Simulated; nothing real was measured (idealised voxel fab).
process module | voxel trench capacitor
cross-section cut | 240 nm wide | cells 5 nm
A cross-section is a grid of square cells, given in bands from the top down. A band is one or more rows of cells.
Each band's line starts with the height of the band's top and of its bottom, in nm. Then come its materials from left to right, each with its width in nm. One material with "throughout" fills the band from edge to edge. "air" is empty space.
Height 0 is the level under which the wafer as received is all one material. The lowest band goes on downwards, as in "0 down".
A width such as "30 to 40" changes by the same amount from each row of cells to the next, from the band's top row to its bottom row.
"no change" after a step means that no cell of the cross-section changed.
closed voids: empty space of 8 cells or more with no open way to the top, each as width x height at its distance from the left edge, in nm
after a step's settings: what the simulator itself notes on the step
overlay nm, on a step with a mask: how far to the right of its planned place the mask lay; to the left if negative
Each pair below shows a cross-section before one step and the cross-section after it, down to the lowest band that changed. The line under each pair gives the step between them, with its settings. The pairs can come from different runs of this module on the same starting wafer, so a pair continues from the pair above only where its "before" says so.
before
  10 to 5: air 40 | Al2O3 35 | air 5 | Al2O3 35 | air 5 | Al2O3 35 | air 5 | Al2O3 35 | air 45
  5 to 0: air 40 | Al2O3 5 | SiN 25 | Al2O3 5 | air 5 | Al2O3 5 | SiN 25 | Al2O3 5 | air 5 | Al2O3 5 | SiN 25 | Al2O3 5 | air 5 | Al2O3 5 | SiN 25 | Al2O3 5 | air 45
  0 to -35: air 40 | Al2O3 5 | Si 25 | Al2O3 5 | air 5 | Al2O3 5 | Si 25 | Al2O3 5 | air 5 | Al2O3 5 | Si 25 | Al2O3 5 | air 5 | Al2O3 5 | Si 25 | Al2O3 5 | air 45
  -35 to -40: Al2O3 45 | Si 25 | Al2O3 15 | Si 25 | Al2O3 15 | Si 25 | Al2O3 15 | Si 25 | Al2O3 50
  -40 down: Si throughout
  closed voids: none
after
  15 to 10: air 35 | TiN 165 | air 40
  10 to 5: air 35 | TiN 5 | Al2O3 35 | TiN 5 | Al2O3 35 | TiN 5 | Al2O3 35 | TiN 5 | Al2O3 35 | TiN 5 | air 40
  5 to 0: air 35 | TiN 5 | Al2O3 5 | SiN 25 | Al2O3 5 | TiN 5 | Al2O3 5 | SiN 25 | Al2O3 5 | TiN 5 | Al2O3 5 | SiN 25 | Al2O3 5 | TiN 5 | Al2O3 5 | SiN 25 | Al2O3 5 | TiN 5 | air 40
  0 to -30: air 35 | TiN 5 | Al2O3 5 | Si 25 | Al2O3 5 | TiN 5 | Al2O3 5 | Si 25 | Al2O3 5 | TiN 5 | Al2O3 5 | Si 25 | Al2O3 5 | TiN 5 | Al2O3 5 | Si 25 | Al2O3 5 | TiN 5 | air 40
  -30 to -35: TiN 40 | Al2O3 5 | Si 25 | Al2O3 5 | TiN 5 | Al2O3 5 | Si 25 | Al2O3 5 | TiN 5 | Al2O3 5 | Si 25 | Al2O3 5 | TiN 5 | Al2O3 5 | Si 25 | Al2O3 5 | TiN 45
  below -35: unchanged
  closed voids: none
the step between: op CONFORMAL_DEP | material TiN | thk nm 5
before: the cross-section after the pair above
after
  20 to 15: W throughout
  15 to 10: W 35 | TiN 165 | W 40
  10 to 5: W 35 | TiN 5 | Al2O3 35 | TiN 5 | Al2O3 35 | TiN 5 | Al2O3 35 | TiN 5 | Al2O3 35 | TiN 5 | W 40
  5 to 0: W 35 | TiN 5 | Al2O3 5 | SiN 25 | Al2O3 5 | TiN 5 | Al2O3 5 | SiN 25 | Al2O3 5 | TiN 5 | Al2O3 5 | SiN 25 | Al2O3 5 | TiN 5 | Al2O3 5 | SiN 25 | Al2O3 5 | TiN 5 | W 40
  0 to -30: W 35 | TiN 5 | Al2O3 5 | Si 25 | Al2O3 5 | TiN 5 | Al2O3 5 | Si 25 | Al2O3 5 | TiN 5 | Al2O3 5 | Si 25 | Al2O3 5 | TiN 5 | Al2O3 5 | Si 25 | Al2O3 5 | TiN 5 | W 40
  below -30: unchanged
  closed voids: none
the step between: op FILL_DEP | material W | thk nm 5
before: the cross-section after the pair above
after
  5 to 0: W 35 | TiN 5 | Al2O3 5 | SiN 25 | Al2O3 5 | TiN 5 | Al2O3 5 | SiN 25 | Al2O3 5 | TiN 5 | Al2O3 5 | SiN 25 | Al2O3 5 | TiN 5 | Al2O3 5 | SiN 25 | Al2O3 5 | TiN 5 | W 40
  below 0: unchanged
  closed voids: none
the step between: op CMP | height nm 5
